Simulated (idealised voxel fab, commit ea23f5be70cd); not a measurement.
process module | voxel trench capacitor
cross-section cut | 170 nm wide | cells 5 nm
A cross-section is a grid of square cells, given in bands from the top down. A band is one or more rows of cells.
Each band's line starts with the height of the band's top and of its bottom, in nm. Then come its materials from left to right, each with its width in nm. One material with "throughout" fills the band from edge to edge. "air" is empty space.
Height 0 is the level under which the wafer as received is all one material. The lowest band goes on downwards, as in "0 down".
A width such as "30 to 40" changes by the same amount from each row of cells to the next, from the band's top row to its bottom row.
"no change" after a step means that no cell of the cross-section changed.
closed voids: empty space of 8 cells or more with no open way to the top, each as width x height at its distance from the left edge, in nm
after a step's settings: what the simulator itself notes on the step
overlay nm, on a step with a mask: how far to the right of its planned place the mask lay; to the left if negative
plan
1 op RECEIVE | material Si
2 op CONFORMAL_DEP | material SiN | thk nm 10
3 op DIRECTIONAL_DEP | material aC | thk nm 15
4 op PATTERN | tone open | mask id TRENCH | material resist | width nm 25 | pitch nm 45 | thk nm 35 | overlay nm 0
5 op DIRECTIONAL_ETCH | etch materials aC | depth nm 15
6 op STRIP | etch materials resist
7 op DIRECTIONAL_ETCH | etch materials SiN | depth nm 10
8 op DIRECTIONAL_ETCH | etch materials Si | depth nm 40
9 op STRIP | etch materials aC
10 op CONFORMAL_DEP | material Al2O3 | thk nm 5
11 op CONFORMAL_DEP | material TiN | thk nm 5
12 op FILL_DEP | material W | thk nm 5
13 op CMP | height nm 10
first wafer, as planned
as received, after step 1
  0 down: Si throughout
  closed voids: none
after step 2
  10 to 0: SiN throughout
  below 0: unchanged
after step 3
  25 to 10: aC throughout
  below 10: unchanged
after step 4
  60 to 25: resist 25 | air 25 | resist 20 | air 25 | resist 20 | air 25 | resist 30
  below 25: unchanged
after step 5
  45 to 25: resist 25 | air 25 | resist 20 | air 25 | resist 20 | air 25 | resist 30
  25 to 10: aC 25 | air 25 | aC 20 | air 25 | aC 20 | air 25 | aC 30
  below 10: unchanged
after step 6
  25 to 10: aC 25 | air 25 | aC 20 | air 25 | aC 20 | air 25 | aC 30
  below 10: unchanged
after step 7
  25 to 10: aC 25 | air 25 | aC 20 | air 25 | aC 20 | air 25 | aC 30
  10 to 0: SiN 25 | air 25 | SiN 20 | air 25 | SiN 20 | air 25 | SiN 30
  below 0: unchanged
after step 8
  25 to 10: aC 25 | air 25 | aC 20 | air 25 | aC 20 | air 25 | aC 30
  10 to 0: SiN 25 | air 25 | SiN 20 | air 25 | SiN 20 | air 25 | SiN 30
  0 to -40: Si 25 | air 25 | Si 20 | air 25 | Si 20 | air 25 | Si 30
  below -40: unchanged
after step 9
  10 to 0: SiN 25 | air 25 | SiN 20 | air 25 | SiN 20 | air 25 | SiN 30
  below 0: unchanged
after step 10
  15 to 10: Al2O3 30 | air 15 | Al2O3 30 | air 15 | Al2O3 30 | air 15 | Al2O3 35
  10 to 0: SiN 25 | Al2O3 5 | air 15 | Al2O3 5 | SiN 20 | Al2O3 5 | air 15 | Al2O3 5 | SiN 20 | Al2O3 5 | air 15 | Al2O3 5 | SiN 30
  0 to -35: Si 25 | Al2O3 5 | air 15 | Al2O3 5 | Si 20 | Al2O3 5 | air 15 | Al2O3 5 | Si 20 | Al2O3 5 | air 15 | Al2O3 5 | Si 30
  -35 to -40: Si 25 | Al2O3 25 | Si 20 | Al2O3 25 | Si 20 | Al2O3 25 | Si 30
  below -40: unchanged
after step 11
  20 to 15: TiN 35 | air 5 | TiN 40 | air 5 | TiN 40 | air 5 | TiN 40
  15 to 10: Al2O3 30 | TiN 5 | air 5 | TiN 5 | Al2O3 30 | TiN 5 | air 5 | TiN 5 | Al2O3 30 | TiN 5 | air 5 | TiN 5 | Al2O3 35
  10 to 0: SiN 25 | Al2O3 5 | TiN 5 | air 5 | TiN 5 | Al2O3 5 | SiN 20 | Al2O3 5 | TiN 5 | air 5 | TiN 5 | Al2O3 5 | SiN 20 | Al2O3 5 | TiN 5 | air 5 | TiN 5 | Al2O3 5 | SiN 30
  0 to -30: Si 25 | Al2O3 5 | TiN 5 | air 5 | TiN 5 | Al2O3 5 | Si 20 | Al2O3 5 | TiN 5 | air 5 | TiN 5 | Al2O3 5 | Si 20 | Al2O3 5 | TiN 5 | air 5 | TiN 5 | Al2O3 5 | Si 30
  -30 to -35: Si 25 | Al2O3 5 | TiN 15 | Al2O3 5 | Si 20 | Al2O3 5 | TiN 15 | Al2O3 5 | Si 20 | Al2O3 5 | TiN 15 | Al2O3 5 | Si 30
  below -35: unchanged
after step 12
  25 to 20: W throughout
  20 to 15: TiN 35 | W 5 | TiN 40 | W 5 | TiN 40 | W 5 | TiN 40
  15 to 10: Al2O3 30 | TiN 5 | W 5 | TiN 5 | Al2O3 30 | TiN 5 | W 5 | TiN 5 | Al2O3 30 | TiN 5 | W 5 | TiN 5 | Al2O3 35
  10 to 0: SiN 25 | Al2O3 5 | TiN 5 | W 5 | TiN 5 | Al2O3 5 | SiN 20 | Al2O3 5 | TiN 5 | W 5 | TiN 5 | Al2O3 5 | SiN 20 | Al2O3 5 | TiN 5 | W 5 | TiN 5 | Al2O3 5 | SiN 30
  0 to -30: Si 25 | Al2O3 5 | TiN 5 | W 5 | TiN 5 | Al2O3 5 | Si 20 | Al2O3 5 | TiN 5 | W 5 | TiN 5 | Al2O3 5 | Si 20 | Al2O3 5 | TiN 5 | W 5 | TiN 5 | Al2O3 5 | Si 30
  below -30: unchanged
after step 13
  10 to 0: SiN 25 | Al2O3 5 | TiN 5 | W 5 | TiN 5 | Al2O3 5 | SiN 20 | Al2O3 5 | TiN 5 | W 5 | TiN 5 | Al2O3 5 | SiN 20 | Al2O3 5 | TiN 5 | W 5 | TiN 5 | Al2O3 5 | SiN 30
  below 0: unchanged
second wafer: like start, like plan, one mistake. Through step 3 it matches the first wafer
when step 4 should have ended
  60 to 25: resist 30 | air 20 | resist 25 | air 20 | resist 25 | air 20 | resist 30
  below 25: unchanged
when step 5 should have ended
  45 to 25: resist 30 | air 20 | resist 25 | air 20 | resist 25 | air 20 | resist 30
  25 to 10: aC 30 | air 20 | aC 25 | air 20 | aC 25 | air 20 | aC 30
  below 10: unchanged
when step 6 should have ended
  25 to 10: aC 30 | air 20 | aC 25 | air 20 | aC 25 | air 20 | aC 30
  below 10: unchanged
when step 7 should have ended
  25 to 10: aC 30 | air 20 | aC 25 | air 20 | aC 25 | air 20 | aC 30
  10 to 0: SiN 30 | air 20 | SiN 25 | air 20 | SiN 25 | air 20 | SiN 30
  below 0: unchanged
when step 8 should have ended
  25 to 10: aC 30 | air 20 | aC 25 | air 20 | aC 25 | air 20 | aC 30
  10 to 0: SiN 30 | air 20 | SiN 25 | air 20 | SiN 25 | air 20 | SiN 30
  0 to -40: Si 30 | air 20 | Si 25 | air 20 | Si 25 | air 20 | Si 30
  below -40: unchanged
when step 9 should have ended
  10 to 0: SiN 30 | air 20 | SiN 25 | air 20 | SiN 25 | air 20 | SiN 30
  below 0: unchanged
when step 10 should have ended
  15 to 10: Al2O3 35 | air 10 | Al2O3 35 | air 10 | Al2O3 35 | air 10 | Al2O3 35
  10 to 0: SiN 30 | Al2O3 5 | air 10 | Al2O3 5 | SiN 25 | Al2O3 5 | air 10 | Al2O3 5 | SiN 25 | Al2O3 5 | air 10 | Al2O3 5 | SiN 30
  0 to -35: Si 30 | Al2O3 5 | air 10 | Al2O3 5 | Si 25 | Al2O3 5 | air 10 | Al2O3 5 | Si 25 | Al2O3 5 | air 10 | Al2O3 5 | Si 30
  -35 to -40: Si 30 | Al2O3 20 | Si 25 | Al2O3 20 | Si 25 | Al2O3 20 | Si 30
  below -40: unchanged
when step 11 should have ended
  20 to 15: TiN throughout
  15 to 10: Al2O3 35 | TiN 10 | Al2O3 35 | TiN 10 | Al2O3 35 | TiN 10 | Al2O3 35
  10 to 0: SiN 30 | Al2O3 5 | TiN 10 | Al2O3 5 | SiN 25 | Al2O3 5 | TiN 10 | Al2O3 5 | SiN 25 | Al2O3 5 | TiN 10 | Al2O3 5 | SiN 30
  0 to -35: Si 30 | Al2O3 5 | TiN 10 | Al2O3 5 | Si 25 | Al2O3 5 | TiN 10 | Al2O3 5 | Si 25 | Al2O3 5 | TiN 10 | Al2O3 5 | Si 30
  below -35: unchanged
when step 12 should have ended
  25 to 20: W throughout
  below 20: unchanged
when step 13 should have ended
  10 to 0: SiN 30 | Al2O3 5 | TiN 10 | Al2O3 5 | SiN 25 | Al2O3 5 | TiN 10 | Al2O3 5 | SiN 25 | Al2O3 5 | TiN 10 | Al2O3 5 | SiN 30
  below 0: unchanged
what went wrong: step 4 ran as: op PATTERN | tone open | mask id TRENCH | material resist | width nm 20 | pitch nm 45 | thk nm 35 | overlay nm 0
at the end the second wafer has, in cells: 3 fewer of Al2O3 | 24 more of Si | 6 more of SiN | 3 fewer of TiN | 24 fewer of W
